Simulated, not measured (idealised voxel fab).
Process module heading - voxel capacitor over wiring
Displayed cross-section: cut, width of 240 nm, square cells sized 5 nm.
Cross-section spec: square-cell grid; bands listed top down; each band is one or more rows. It is stipulated that each band's entry specify, in nanometres, the height of the top of the band and then that of its bottom, followed by the materials of the band in left-to-right sequence, each together with its width in nanometres. A single material marked by the word "all across" is understood to fill the band from edge to edge; the word "blank" is understood to denote empty space. Measure heights from 0. That's the level where, below it, the as-received wafer is all one material. The lowest band is bottomless and extends downward; write it as in "0 -> down". Read "30->40" as a graded width: first number on top, second number at the bottom, same change between each pair of neighbouring rows. "no change" -> step changed no cross-section cell. If an empty space has no open way to the top and is at least 8 cells in size, "Trapped void list" lists it, written width x height at distance, where distance is measured from the left edge and every value is in nm. Text after the settings on a step's line: the simulator's own remark on that step. overlay nm: right-of-plan distance of the mask on a masked step; negative values mean left-of-plan. From here on the document is pairs. In a pair, the cross-section before one process step comes with the cross-section after it, and the latter goes no deeper than the lowest band that changed. What lies in between, the step and its settings, is written under the pair. A pair may be from a different run of this module on the same starting wafer than the pair above it, so it continues from that pair only where its entry headed "Ex-ante state" says so.

Ex-ante state
> 95 -> 85 | 80 nm blank / 25 nm TiN / 135 nm blank
> 85 -> 80 | 80 nm blank / 25 nm SiN / 30 nm TiN / 105 nm blank
> 80 -> 75 | 75 nm blank / 60 nm TiN / 105 nm blank
> 75 -> 70 | 70 nm blank / 35 nm Ru / 30 nm SiN / 105 nm blank
> 70 -> 65 | 70 nm blank / 35 nm Ru / 35 nm TiN / 100 nm blank
> 65 -> 45 | 80 nm SiO2 / 15 nm Ru / 145 nm SiO2
> 45 -> 40 | 80 nm SiCN / 15 nm Ru / 145 nm SiCN
> 40 -> 35 | 60 nm SiCN / 40 nm Ru / 40 nm SiCN / 40 nm Ru / 60 nm SiCN
> 35 -> 15 | 65 nm lowk / 5 nm TiN / 20 nm Cu / 5 nm TiN / 50 nm lowk / 5 nm TiN / 20 nm Cu / 5 nm TiN / 65 nm lowk
> 15 -> 10 | 65 nm SiCN / 30 nm TiN / 50 nm SiCN / 30 nm TiN / 65 nm SiCN
> 10 -> 0 | SiO2 all across
> 0 -> down | Si all across
> Trapped void list: none

Post-Step Snapshot
> 110 -> 95 | SiO2 all across
> 95 -> 85 | 80 nm SiO2 / 25 nm TiN / 135 nm SiO2
> 85 -> 80 | 80 nm SiO2 / 25 nm SiN / 30 nm TiN / 105 nm SiO2
> 80 -> 75 | 75 nm SiO2 / 60 nm TiN / 105 nm SiO2
> 75 -> 70 | 70 nm SiO2 / 35 nm Ru / 30 nm SiN / 105 nm SiO2
> 70 -> 65 | 70 nm SiO2 / 35 nm Ru / 35 nm TiN / 100 nm SiO2
> Heights below 65 show no change.
> Trapped void list: none
The before and after cross-sections above are linked by FILL_DEP [material SiO2] [thk nm 15]

Ex-ante state: starting point is the after cross-section of the pair just above.

Post-Step Snapshot
> 95 -> 85 | 80 nm SiO2 / 25 nm TiN / 135 nm SiO2
> Heights below 85 show no change.
> Trapped void list: none
The before and after cross-sections above are linked by CMP [height nm 95]

Ex-ante state: starting point is the after cross-section of the pair just above.

Post-Step Snapshot
> 100 -> 95 | TiN all across
> Heights below 95 show no change.
> Trapped void list: none
The before and after cross-sections above are linked by CONFORMAL_DEP [material TiN] [thk nm 5]

Ex-ante state: starting point is the after cross-section of the pair just above.

Post-Step Snapshot
> 105 -> 100 | Ru all across
> Heights below 100 show no change.
> Trapped void list: none
The before and after cross-sections above are linked by FILL_DEP [material Ru] [thk nm 5]

Ex-ante state: starting point is the after cross-section of the pair just above.

Post-Step Snapshot
> 95 -> 85 | 80 nm SiO2 / 25 nm TiN / 135 nm SiO2
> Heights below 85 show no change.
> Trapped void list: none
The before and after cross-sections above are linked by CMP [height nm 95]

Ex-ante state: starting point is the after cross-section of the pair just above.

Post-Step Snapshot
> 100 -> 95 | SiN all across
> Heights below 95 show no change.
> Trapped void list: none
The before and after cross-sections above are linked by CONFORMAL_DEP [material SiN] [thk nm 5]

Ex-ante state
> 10 -> 0 | SiO2 all across
> 0 -> down | Si all across
> Trapped void list: none

Post-Step Snapshot
> 30 -> 10 | lowk all across
> Heights below 10 show no change.
> Trapped void list: none
The before and after cross-sections above are linked by DIRECTIONAL_DEP [material lowk] [thk nm 20]

Ex-ante state: starting point is the after cross-section of the pair just above.

Post-Step Snapshot
> 35 -> 30 | SiCN all across
> Heights below 30 show no change.
> Trapped void list: none
The before and after cross-sections above are linked by CONFORMAL_DEP [material SiCN] [thk nm 5]

Ex-ante state: starting point is the after cross-section of the pair just above.

Post-Step Snapshot
> 45 -> 35 | aC all across
> Heights below 35 show no change.
> Trapped void list: none
The before and after cross-sections above are linked by DIRECTIONAL_DEP [material aC] [thk nm 10]

Ex-ante state: starting point is the after cross-section of the pair just above.

Post-Step Snapshot
> 75 -> 45 | 65 nm resist / 30 nm blank / 50 nm resist / 30 nm blank / 65 nm resist
> Heights below 45 show no change.
> Trapped void list: none
The before and after cross-sections above are linked by PATTERN [tone open] [mask id METAL_1] [material resist] [width nm 30] [pitch nm 80] [thk nm 30] [overlay nm 0]

Ex-ante state: starting point is the after cross-section of the pair just above.

Post-Step Snapshot
> 65 -> 45 | 65 nm resist / 30 nm blank / 50 nm resist / 30 nm blank / 65 nm resist
> 45 -> 35 | 65 nm aC / 30 nm blank / 50 nm aC / 30 nm blank / 65 nm aC
> Heights below 35 show no change.
> Trapped void list: none
The before and after cross-sections above are linked by DIRECTIONAL_ETCH [etch materials aC] [depth nm 10]

Ex-ante state: starting point is the after cross-section of the pair just above.

Post-Step Snapshot
> 45 -> 35 | 65 nm aC / 30 nm blank / 50 nm aC / 30 nm blank / 65 nm aC
> Heights below 35 show no change.
> Trapped void list: none
The before and after cross-sections above are linked by STRIP [etch materials resist]

Ex-ante state: starting point is the after cross-section of the pair just above.

Post-Step Snapshot
> 45 -> 35 | 65 nm aC / 30 nm blank / 50 nm aC / 30 nm blank / 65 nm aC
> 35 -> 30 | 65 nm SiCN / 30 nm blank / 50 nm SiCN / 30 nm blank / 65 nm SiCN
> Heights below 30 show no change.
> Trapped void list: none
The before and after cross-sections above are linked by DIRECTIONAL_ETCH [etch materials SiCN] [depth nm 5]

Ex-ante state: starting point is the after cross-section of the pair just above.

Post-Step Snapshot
> 35 -> 30 | 65 nm SiCN / 30 nm blank / 50 nm SiCN / 30 nm blank / 65 nm SiCN
> Heights below 30 show no change.
> Trapped void list: none
The before and after cross-sections above are linked by STRIP [etch materials aC]

Ex-ante state: starting point is the after cross-section of the pair just above.

Post-Step Snapshot
> 40 -> 35 | 70 nm TiN / 20 nm blank / 60 nm TiN / 20 nm blank / 70 nm TiN
> 35 -> 30 | 65 nm SiCN / 30 nm TiN / 50 nm SiCN / 30 nm TiN / 65 nm SiCN
> Heights below 30 show no change.
> Trapped void list: none
The before and after cross-sections above are linked by CONFORMAL_DEP [material TiN] [thk nm 5]

Ex-ante state: starting point is the after cross-section of the pair just above.

Post-Step Snapshot
> 45 -> 40 | Cu all across
> 40 -> 35 | 70 nm TiN / 20 nm Cu / 60 nm TiN / 20 nm Cu / 70 nm TiN
> Heights below 35 show no change.
> Trapped void list: none
The before and after cross-sections above are linked by FILL_DEP [material Cu] [thk nm 5]

Ex-ante state: starting point is the after cross-section of the pair just above.

Post-Step Snapshot
> 35 -> 30 | 65 nm SiCN / 30 nm TiN / 50 nm SiCN / 30 nm TiN / 65 nm SiCN
> Heights below 30 show no change.
> Trapped void list: none
The before and after cross-sections above are linked by CMP [height nm 35]

Ex-ante state: starting point is the after cross-section of the pair just above.

Post-Step Snapshot
> 40 -> 35 | 60 nm blank / 40 nm Ru / 40 nm blank / 40 nm Ru / 60 nm blank
> Heights below 35 show no change.
> Trapped void list: none
The before and after cross-sections above are linked by EPI [material Ru] [thk nm 5]

Ex-ante state: starting point is the after cross-section of the pair just above.

Post-Step Snapshot
> 45 -> 40 | SiCN all across
> 40 -> 35 | 60 nm SiCN / 40 nm Ru / 40 nm SiCN / 40 nm Ru / 60 nm SiCN
> Heights below 35 show no change.
> Trapped void list: none
The before and after cross-sections above are linked by FILL_DEP [material SiCN] [thk nm 5]

Ex-ante state: starting point is the after cross-section of the pair just above.

Post-Step Snapshot
> 65 -> 45 | SiO2 all across
> Heights below 45 show no change.
> Trapped void list: none
The before and after cross-sections above are linked by DIRECTIONAL_DEP [material SiO2] [thk nm 20]

Ex-ante state: starting point is the after cross-section of the pair just above.

Post-Step Snapshot
> 80 -> 65 | aC all across
> Heights below 65 show no change.
> Trapped void list: none
The before and after cross-sections above are linked by DIRECTIONAL_DEP [material aC] [thk nm 15]

Ex-ante state: starting point is the after cross-section of the pair just above.

Post-Step Snapshot
> 115 -> 80 | 80 nm resist / 15 nm blank / 145 nm resist
> Heights below 80 show no change.
> Trapped void list: none
The before and after cross-sections above are linked by PATTERN [tone open] [mask id PLUG_1] [material resist] [width nm 15] [thk nm 35] [overlay nm 0]

Ex-ante state: starting point is the after cross-section of the pair just above.

Post-Step Snapshot
> 100 -> 80 | 80 nm resist / 15 nm blank / 145 nm resist
> 80 -> 65 | 80 nm aC / 15 nm blank / 145 nm aC
> Heights below 65 show no change.
> Trapped void list: none
The before and after cross-sections above are linked by DIRECTIONAL_ETCH [etch materials aC] [depth nm 15]

Ex-ante state: starting point is the after cross-section of the pair just above.

Post-Step Snapshot
> 80 -> 65 | 80 nm aC / 15 nm blank / 145 nm aC
> Heights below 65 show no change.
> Trapped void list: none
The before and after cross-sections above are linked by STRIP [etch materials resist]

Ex-ante state: starting point is the after cross-section of the pair just above.

Post-Step Snapshot
> 80 -> 65 | 80 nm aC / 15 nm blank / 145 nm aC
> 65 -> 45 | 80 nm SiO2 / 15 nm blank / 145 nm SiO2
> Heights below 45 show no change.
> Trapped void list: none
The before and after cross-sections above are linked by DIRECTIONAL_ETCH [etch materials SiO2] [depth nm 20]

Ex-ante state: starting point is the after cross-section of the pair just above.

Post-Step Snapshot
> 80 -> 65 | 80 nm aC / 15 nm blank / 145 nm aC
> 65 -> 45 | 80 nm SiO2 / 15 nm blank / 145 nm SiO2
> 45 -> 40 | 80 nm SiCN / 15 nm blank / 145 nm SiCN
> Heights below 40 show no change.
> Trapped void list: none
The before and after cross-sections above are linked by DIRECTIONAL_ETCH [etch materials SiCN] [depth nm 5]

Ex-ante state: starting point is the after cross-section of the pair just above.

Post-Step Snapshot
> 65 -> 45 | 80 nm SiO2 / 15 nm blank / 145 nm SiO2
> Heights below 45 show no change.
> Trapped void list: none
The before and after cross-sections above are linked by STRIP [etch materials aC]

Ex-ante state: starting point is the after cross-section of the pair just above.

Post-Step Snapshot
> 65 -> 50 | 80 nm SiO2 / 15 nm blank / 145 nm SiO2
> 50 -> 45 | 80 nm SiO2 / 15 nm Ru / 145 nm SiO2
> 45 -> 40 | 80 nm SiCN / 15 nm Ru / 145 nm SiCN
> Heights below 40 show no change.
> Trapped void list: none
The before and after cross-sections above are linked by EPI [material Ru] [thk nm 10]

Ex-ante state: starting point is the after cross-section of the pair just above.

Post-Step Snapshot
> 65 -> 60 | 80 nm SiO2 / 15 nm blank / 145 nm SiO2
> 60 -> 45 | 80 nm SiO2 / 15 nm Ru / 145 nm SiO2
> Heights below 45 show no change.
> Trapped void list: none
The before and after cross-sections above are linked by EPI [material Ru] [thk nm 10]

Ex-ante state: starting point is the after cross-section of the pair just above.

Post-Step Snapshot
> 65 -> 45 | 80 nm SiO2 / 15 nm Ru / 145 nm SiO2
> Heights below 45 show no change.
> Trapped void list: none
The before and after cross-sections above are linked by EPI [material Ru] [thk nm 5]

Ex-ante state: starting point is the after cross-section of the pair just above.

Post-Step Snapshot
> 70 -> 65 | TiN all across
> Heights below 65 show no change.
> Trapped void list: none
The before and after cross-sections above are linked by DIRECTIONAL_DEP [material TiN] [thk nm 5]

Ex-ante state: starting point is the after cross-section of the pair just above.

Post-Step Snapshot
> 75 -> 70 | SiN all across
> Heights below 70 show no change.
> Trapped void list: none
The before and after cross-sections above are linked by DIRECTIONAL_DEP [material SiN] [thk nm 5]

Ex-ante state: starting point is the after cross-section of the pair just above.

Post-Step Snapshot
> 85 -> 75 | TiN all across
> Heights below 75 show no change.
> Trapped void list: none
The before and after cross-sections above are linked by DIRECTIONAL_DEP [material TiN] [thk nm 10]

Ex-ante state: starting point is the after cross-section of the pair just above.

Post-Step Snapshot
> 100 -> 85 | aC all across
> Heights below 85 show no change.
> Trapped void list: none
The before and after cross-sections above are linked by DIRECTIONAL_DEP [material aC] [thk nm 15]

Ex-ante state: starting point is the after cross-section of the pair just above.

Post-Step Snapshot
> 135 -> 100 | 80 nm blank / 55 nm resist / 105 nm blank
> Heights below 100 show no change.
> Trapped void list: none
The before and after cross-sections above are linked by PATTERN [tone cover] [mask id UPPER_PLATE] [material resist] [width nm 55] [thk nm 35] [overlay nm 0]

Ex-ante state: starting point is the after cross-section of the pair just above.

Post-Step Snapshot
> 120 -> 100 | 80 nm blank / 55 nm resist / 105 nm blank
> 100 -> 85 | 80 nm blank / 55 nm aC / 105 nm blank
> Heights below 85 show no change.
> Trapped void list: none
The before and after cross-sections above are linked by DIRECTIONAL_ETCH [etch materials aC] [depth nm 15]

Ex-ante state: starting point is the after cross-section of the pair just above.

Post-Step Snapshot
> 100 -> 85 | 80 nm blank / 55 nm aC / 105 nm blank
> Heights below 85 show no change.
> Trapped void list: none
The before and after cross-sections above are linked by STRIP [etch materials resist]

Ex-ante state: starting point is the after cross-section of the pair just above.

Post-Step Snapshot
> 100 -> 85 | 80 nm blank / 55 nm aC / 105 nm blank
> 85 -> 75 | 80 nm blank / 55 nm TiN / 105 nm blank
> Heights below 75 show no change.
> Trapped void list: none
The before and after cross-sections above are linked by DIRECTIONAL_ETCH [etch materials TiN] [depth nm 10]

Ex-ante state: starting point is the after cross-section of the pair just above.

Post-Step Snapshot
> 100 -> 85 | 80 nm blank / 55 nm aC / 105 nm blank
> 85 -> 75 | 80 nm blank / 55 nm TiN / 105 nm blank
> 75 -> 70 | 80 nm blank / 55 nm SiN / 105 nm blank
> Heights below 70 show no change.
> Trapped void list: none
The before and after cross-sections above are linked by DIRECTIONAL_ETCH [etch materials SiN] [depth nm 5]

Ex-ante state: starting point is the after cross-section of the pair just above.

Post-Step Snapshot
> 85 -> 75 | 80 nm blank / 55 nm TiN / 105 nm blank
> Heights below 75 show no change.
> Trapped void list: none
The before and after cross-sections above are linked by STRIP [etch materials aC]

Ex-ante state: starting point is the after cross-section of the pair just above.

Post-Step Snapshot
> 85 -> 75 | 80 nm blank / 55 nm TiN / 105 nm blank
> 75 -> 70 | 80 nm blank / 55 nm SiN / 105 nm blank
> 70 -> 65 | 75 nm blank / 65 nm TiN / 100 nm blank
> Heights below 65 show no change.
> Trapped void list: none
The before and after cross-sections above are linked by MASKED_ETCH [tone cover] [mask id LOWER_PLATE] [width nm 65] [etch materials TiN] [depth nm 5] [overlay nm 0]

Ex-ante state: starting point is the after cross-section of the pair just above.

Post-Step Snapshot
> 100 -> 85 | SiO2 all across
> 85 -> 75 | 80 nm SiO2 / 55 nm TiN / 105 nm SiO2
> 75 -> 70 | 80 nm SiO2 / 55 nm SiN / 105 nm SiO2
> 70 -> 65 | 75 nm SiO2 / 65 nm TiN / 100 nm SiO2
> Heights below 65 show no change.
> Trapped void list: none
The before and after cross-sections above are linked by FILL_DEP [material SiO2] [thk nm 15]

Ex-ante state: starting point is the after cross-section of the pair just above.

Post-Step Snapshot
> 95 -> 85 | SiO2 all across
> Heights below 85 show no change.
> Trapped void list: none
The before and after cross-sections above are linked by CMP [height nm 95]

Ex-ante state: starting point is the after cross-section of the pair just above.

Post-Step Snapshot
> 95 -> 85 | 90 nm SiO2 / 15 nm blank / 135 nm SiO2
> Heights below 85 show no change.
> Trapped void list: none
The before and after cross-sections above are linked by MASKED_ETCH [tone open] [mask id PLUG_2] [width nm 15] [etch materials SiO2] [depth nm 10] [overlay nm 0]

Ex-ante state: starting point is the after cross-section of the pair just above.

Post-Step Snapshot
> 100 -> 95 | 95 nm TiN / 5 nm blank / 140 nm TiN
> 95 -> 90 | 90 nm SiO2 / 5 nm TiN / 5 nm blank / 5 nm TiN / 135 nm SiO2
> 90 -> 85 | 90 nm SiO2 / 15 nm TiN / 135 nm SiO2
> Heights below 85 show no change.
> Trapped void list: none
The before and after cross-sections above are linked by CONFORMAL_DEP [material TiN] [thk nm 5]

Ex-ante state: starting point is the after cross-section of the pair just above.

Post-Step Snapshot
> 105 -> 100 | Ru all across
> 100 -> 95 | 95 nm TiN / 5 nm Ru / 140 nm TiN
> 95 -> 90 | 90 nm SiO2 / 5 nm TiN / 5 nm Ru / 5 nm TiN / 135 nm SiO2
> Heights below 90 show no change.
> Trapped void list: none
The before and after cross-sections above are linked by FILL_DEP [material Ru] [thk nm 5]

Ex-ante state: starting point is the after cross-section of the pair just above.

Post-Step Snapshot
> 95 -> 90 | 90 nm SiO2 / 5 nm TiN / 5 nm Ru / 5 nm TiN / 135 nm SiO2
> Heights below 90 show no change.
> Trapped void list: none
The before and after cross-sections above are linked by CMP [height nm 95]

Ex-ante state: starting point is the after cross-section of the pair just above.

Post-Step Snapshot
> 100 -> 95 | SiN all across
> Heights below 95 show no change.
> Trapped void list: none
The before and after cross-sections above are linked by CONFORMAL_DEP [material SiN] [thk nm 5]

Ex-ante state
> 45 -> 40 | SiCN all across
> 40 -> 35 | 60 nm SiCN / 40 nm Ru / 40 nm SiCN / 40 nm Ru / 60 nm SiCN
> 35 -> 15 | 65 nm lowk / 5 nm TiN / 20 nm Cu / 5 nm TiN / 50 nm lowk / 5 nm TiN / 20 nm Cu / 5 nm TiN / 65 nm lowk
> 15 -> 10 | 65 nm SiCN / 30 nm TiN / 50 nm SiCN / 30 nm TiN / 65 nm SiCN
> 10 -> 0 | SiO2 all across
> 0 -> down | Si all across
> Trapped void list: none

Post-Step Snapshot
> 60 -> 45 | SiO2 all across
> Heights below 45 show no change.
> Trapped void list: none
The before and after cross-sections above are linked by DIRECTIONAL_DEP [material SiO2] [thk nm 15]

Ex-ante state: starting point is the after cross-section of the pair just above.

Post-Step Snapshot
> 75 -> 60 | aC all across
> Heights below 60 show no change.
> Trapped void list: none
The before and after cross-sections above are linked by DIRECTIONAL_DEP [material aC] [thk nm 15]

Ex-ante state: starting point is the after cross-section of the pair just above.

Post-Step Snapshot
> 110 -> 75 | 80 nm resist / 15 nm blank / 145 nm resist
> Heights below 75 show no change.
> Trapped void list: none
The before and after cross-sections above are linked by PATTERN [tone open] [mask id PLUG_1] [material resist] [width nm 15] [thk nm 35] [overlay nm 0]

Ex-ante state: starting point is the after cross-section of the pair just above.

Post-Step Snapshot
> 95 -> 75 | 80 nm resist / 15 nm blank / 145 nm resist
> 75 -> 60 | 80 nm aC / 15 nm blank / 145 nm aC
> Heights below 60 show no change.
> Trapped void list: none
The before and after cross-sections above are linked by DIRECTIONAL_ETCH [etch materials aC] [depth nm 15]

Ex-ante state: starting point is the after cross-section of the pair just above.

Post-Step Snapshot
> 75 -> 60 | 80 nm aC / 15 nm blank / 145 nm aC
> Heights below 60 show no change.
> Trapped void list: none
The before and after cross-sections above are linked by STRIP [etch materials resist]

Ex-ante state: starting point is the after cross-section of the pair just above.

Post-Step Snapshot
> 75 -> 60 | 80 nm aC / 15 nm blank / 145 nm aC
> 60 -> 45 | 80 nm SiO2 / 15 nm blank / 145 nm SiO2
> Heights below 45 show no change.
> Trapped void list: none
The before and after cross-sections above are linked by DIRECTIONAL_ETCH [etch materials SiO2] [depth nm 20]

Ex-ante state: starting point is the after cross-section of the pair just above.

Post-Step Snapshot
> 75 -> 60 | 80 nm aC / 15 nm blank / 145 nm aC
> 60 -> 45 | 80 nm SiO2 / 15 nm blank / 145 nm SiO2
> 45 -> 40 | 80 nm SiCN / 15 nm blank / 145 nm SiCN
> Heights below 40 show no change.
> Trapped void list: none
The before and after cross-sections above are linked by DIRECTIONAL_ETCH [etch materials SiCN] [depth nm 5]

Ex-ante state: starting point is the after cross-section of the pair just above.

Post-Step Snapshot
> 60 -> 45 | 80 nm SiO2 / 15 nm blank / 145 nm SiO2
> Heights below 45 show no change.
> Trapped void list: none
The before and after cross-sections above are linked by STRIP [etch materials aC]

Ex-ante state: starting point is the after cross-section of the pair just above.

Post-Step Snapshot
> 60 -> 50 | 80 nm SiO2 / 15 nm blank / 145 nm SiO2
> 50 -> 45 | 80 nm SiO2 / 15 nm Ru / 145 nm SiO2
> 45 -> 40 | 80 nm SiCN / 15 nm Ru / 145 nm SiCN
> Heights below 40 show no change.
> Trapped void list: none
The before and after cross-sections above are linked by EPI [material Ru] [thk nm 10]

Ex-ante state: starting point is the after cross-section of the pair just above.

Post-Step Snapshot
> 60 -> 45 | 80 nm SiO2 / 15 nm Ru / 145 nm SiO2
> Heights below 45 show no change.
> Trapped void list: none
The before and after cross-sections above are linked by EPI [material Ru] [thk nm 10]

Ex-ante state: starting point is the after cross-section of the pair just above.

Post-Step Snapshot
> 65 -> 60 | 75 nm blank / 25 nm Ru / 140 nm blank
> Heights below 60 show no change.
> Trapped void list: none
The before and after cross-sections above are linked by EPI [material Ru] [thk nm 5]

Ex-ante state: starting point is the after cross-section of the pair just above.

Post-Step Snapshot
> 70 -> 65 | 75 nm blank / 25 nm TiN / 140 nm blank
> 65 -> 60 | 75 nm TiN / 25 nm Ru / 140 nm TiN
> Heights below 60 show no change.
> Trapped void list: none
The before and after cross-sections above are linked by DIRECTIONAL_DEP [material TiN] [thk nm 5]

Ex-ante state: starting point is the after cross-section of the pair just above.

Post-Step Snapshot
> 75 -> 70 | 75 nm blank / 25 nm SiN / 140 nm blank
> 70 -> 65 | 75 nm SiN / 25 nm TiN / 140 nm SiN
> Heights below 65 show no change.
> Trapped void list: none
The before and after cross-sections above are linked by DIRECTIONAL_DEP [material SiN] [thk nm 5]

Ex-ante state: starting point is the after cross-section of the pair just above.

Post-Step Snapshot
> 85 -> 80 | 75 nm blank / 25 nm TiN / 140 nm blank
> 80 -> 75 | TiN all across
> 75 -> 70 | 75 nm TiN / 25 nm SiN / 140 nm TiN
> Heights below 70 show no change.
> Trapped void list: none
The before and after cross-sections above are linked by DIRECTIONAL_DEP [material TiN] [thk nm 10]

Ex-ante state: starting point is the after cross-section of the pair just above.

Post-Step Snapshot
> 100 -> 95 | 75 nm blank / 25 nm aC / 140 nm blank
> 95 -> 85 | aC all across
> 85 -> 80 | 75 nm aC / 25 nm TiN / 140 nm aC
> Heights below 80 show no change.
> Trapped void list: none
The before and after cross-sections above are linked by DIRECTIONAL_DEP [material aC] [thk nm 15]

Ex-ante state: starting point is the after cross-section of the pair just above.

Post-Step Snapshot
> 135 -> 100 | 80 nm blank / 55 nm resist / 105 nm blank
> 100 -> 95 | 75 nm blank / 25 nm aC / 35 nm resist / 105 nm blank
> Heights below 95 show no change.
> Trapped void list: none
The before and after cross-sections above are linked by PATTERN [tone cover] [mask id UPPER_PLATE] [material resist] [width nm 55] [thk nm 35] [overlay nm 0]

Ex-ante state: starting point is the after cross-section of the pair just above.

Post-Step Snapshot
> 120 -> 100 | 80 nm blank / 55 nm resist / 105 nm blank
> 100 -> 95 | 80 nm blank / 20 nm aC / 35 nm resist / 105 nm blank
> 95 -> 85 | 80 nm blank / 55 nm aC / 105 nm blank
> 85 -> 80 | 75 nm blank / 25 nm TiN / 35 nm aC / 105 nm blank
> Heights below 80 show no change.
> Trapped void list: none
The before and after cross-sections above are linked by DIRECTIONAL_ETCH [etch materials aC] [depth nm 15]

Ex-ante state: starting point is the after cross-section of the pair just above.

Post-Step Snapshot
> 100 -> 95 | 80 nm blank / 20 nm aC / 140 nm blank
> Heights below 95 show no change.
> Trapped void list: none
The before and after cross-sections above are linked by STRIP [etch materials resist]

Ex-ante state: starting point is the after cross-section of the pair just above.

Post-Step Snapshot
> 100 -> 95 | 80 nm blank / 20 nm aC / 140 nm blank
> 95 -> 85 | 80 nm blank / 55 nm aC / 105 nm blank
> 85 -> 80 | 80 nm blank / 20 nm TiN / 35 nm aC / 105 nm blank
> 80 -> 75 | 80 nm blank / 55 nm TiN / 105 nm blank
> 75 -> 70 | 75 nm blank / 25 nm SiN / 35 nm TiN / 105 nm blank
> Heights below 70 show no change.
> Trapped void list: none
The before and after cross-sections above are linked by DIRECTIONAL_ETCH [etch materials TiN] [depth nm 10]

Ex-ante state: starting point is the after cross-section of the pair just above.

Post-Step Snapshot
> 100 -> 95 | 80 nm blank / 20 nm aC / 140 nm blank
> 95 -> 85 | 80 nm blank / 55 nm aC / 105 nm blank
> 85 -> 80 | 80 nm blank / 20 nm TiN / 35 nm aC / 105 nm blank
> 80 -> 75 | 80 nm blank / 55 nm TiN / 105 nm blank
> 75 -> 70 | 80 nm blank / 20 nm SiN / 35 nm TiN / 105 nm blank
> 70 -> 65 | 75 nm blank / 25 nm TiN / 35 nm SiN / 105 nm blank
> Heights below 65 show no change.
> Trapped void list: none
The before and after cross-sections above are linked by DIRECTIONAL_ETCH [etch materials SiN] [depth nm 5]

Ex-ante state: starting point is the after cross-section of the pair just above.

Post-Step Snapshot
> 85 -> 75 | 80 nm blank / 20->55 nm TiN / 140->105 nm blank
> Heights below 75 show no change.
> Trapped void list: none
The before and after cross-sections above are linked by STRIP [etch materials aC]

Ex-ante state: starting point is the after cross-section of the pair just above.

Post-Step Snapshot
> 85 -> 75 | 80 nm blank / 20->55 nm TiN / 140->105 nm blank
> 75 -> 70 | 80 nm blank / 20 nm SiN / 35 nm TiN / 105 nm blank
> 70 -> 65 | 75 nm blank / 25 nm TiN / 35 nm SiN / 105 nm blank
> 65 -> 60 | 75 nm blank / 25 nm Ru / 40 nm TiN / 100 nm blank
> Heights below 60 show no change.
> Trapped void list: none
The before and after cross-sections above are linked by MASKED_ETCH [tone cover] [mask id LOWER_PLATE] [width nm 65] [etch materials TiN] [depth nm 5] [overlay nm 0]

Ex-ante state: starting point is the after cross-section of the pair just above.

Post-Step Snapshot
> 100 -> 85 | SiO2 all across
> 85 -> 75 | 80 nm SiO2 / 20->55 nm TiN / 140->105 nm SiO2
> 75 -> 70 | 80 nm SiO2 / 20 nm SiN / 35 nm TiN / 105 nm SiO2
> 70 -> 65 | 75 nm SiO2 / 25 nm TiN / 35 nm SiN / 105 nm SiO2
> 65 -> 60 | 75 nm SiO2 / 25 nm Ru / 40 nm TiN / 100 nm SiO2
> Heights below 60 show no change.
> Trapped void list: none
The before and after cross-sections above are linked by FILL_DEP [material SiO2] [thk nm 15]

Ex-ante state: starting point is the after cross-section of the pair just above.

Post-Step Snapshot
> 95 -> 85 | SiO2 all across
> Heights below 85 show no change.
> Trapped void list: none
The before and after cross-sections above are linked by CMP [height nm 95]

Ex-ante state: starting point is the after cross-section of the pair just above.

Post-Step Snapshot
> 95 -> 85 | 90 nm SiO2 / 15 nm blank / 135 nm SiO2
> Heights below 85 show no change.
> Trapped void list: none
The before and after cross-sections above are linked by MASKED_ETCH [tone open] [mask id PLUG_2] [width nm 15] [etch materials SiO2] [depth nm 10] [overlay nm 0]

Ex-ante state: starting point is the after cross-section of the pair just above.

Post-Step Snapshot
> 100 -> 95 | 95 nm TiN / 5 nm blank / 140 nm TiN
> 95 -> 90 | 90 nm SiO2 / 5 nm TiN / 5 nm blank / 5 nm TiN / 135 nm SiO2
> 90 -> 80 | 90->80 nm SiO2 / 15->20 nm TiN / 135->140 nm SiO2
> Heights below 80 show no change.
> Trapped void list: none
The before and after cross-sections above are linked by CONFORMAL_DEP [material TiN] [thk nm 5]

Ex-ante state: starting point is the after cross-section of the pair just above.

Post-Step Snapshot
> 105 -> 100 | Ru all across
> 100 -> 95 | 95 nm TiN / 5 nm Ru / 140 nm TiN
> 95 -> 90 | 90 nm SiO2 / 5 nm TiN / 5 nm Ru / 5 nm TiN / 135 nm SiO2
> Heights below 90 show no change.
> Trapped void list: none
The before and after cross-sections above are linked by FILL_DEP [material Ru] [thk nm 5]

Ex-ante state: starting point is the after cross-section of the pair just above.

Post-Step Snapshot
> 95 -> 90 | 90 nm SiO2 / 5 nm TiN / 5 nm Ru / 5 nm TiN / 135 nm SiO2
> Heights below 90 show no change.
> Trapped void list: none
The before and after cross-sections above are linked by CMP [height nm 95]

Ex-ante state: starting point is the after cross-section of the pair just above.

Post-Step Snapshot
> 100 -> 95 | SiN all across
> Heights below 95 show no change.
> Trapped void list: none
The before and after cross-sections above are linked by CONFORMAL_DEP [material SiN] [thk nm 5]

Ex-ante state
> 100 -> 85 | aC all across
> 85 -> 75 | TiN all across
> 75 -> 70 | SiN all across
> 70 -> 65 | TiN all across
> 65 -> 45 | 80 nm SiO2 / 15 nm Ru / 145 nm SiO2
> 45 -> 40 | 80 nm SiCN / 15 nm Ru / 145 nm SiCN
> 40 -> 35 | 60 nm SiCN / 40 nm Ru / 40 nm SiCN / 40 nm Ru / 60 nm SiCN
> 35 -> 15 | 65 nm lowk / 5 nm TiN / 20 nm Cu / 5 nm TiN / 50 nm lowk / 5 nm TiN / 20 nm Cu / 5 nm TiN / 65 nm lowk
> 15 -> 10 | 65 nm SiCN / 30 nm TiN / 50 nm SiCN / 30 nm TiN / 65 nm SiCN
> 10 -> 0 | SiO2 all across
> 0 -> down | Si all across
> Trapped void list: none

Post-Step Snapshot
> 135 -> 100 | 85 nm blank / 45 nm resist / 110 nm blank
> Heights below 100 show no change.
> Trapped void list: none
The before and after cross-sections above are linked by PATTERN [tone cover] [mask id UPPER_PLATE] [material resist] [width nm 45] [thk nm 35] [overlay nm 0]

Ex-ante state: starting point is the after cross-section of the pair just above.

Post-Step Snapshot
> 120 -> 100 | 85 nm blank / 45 nm resist / 110 nm blank
> 100 -> 85 | 85 nm blank / 45 nm aC / 110 nm blank
> Heights below 85 show no change.
> Trapped void list: none
The before and after cross-sections above are linked by DIRECTIONAL_ETCH [etch materials aC] [depth nm 15]

Ex-ante state: starting point is the after cross-section of the pair just above.

Post-Step Snapshot
> 100 -> 85 | 85 nm blank / 45 nm aC / 110 nm blank
> Heights below 85 show no change.
> Trapped void list: none
The before and after cross-sections above are linked by STRIP [etch materials resist]
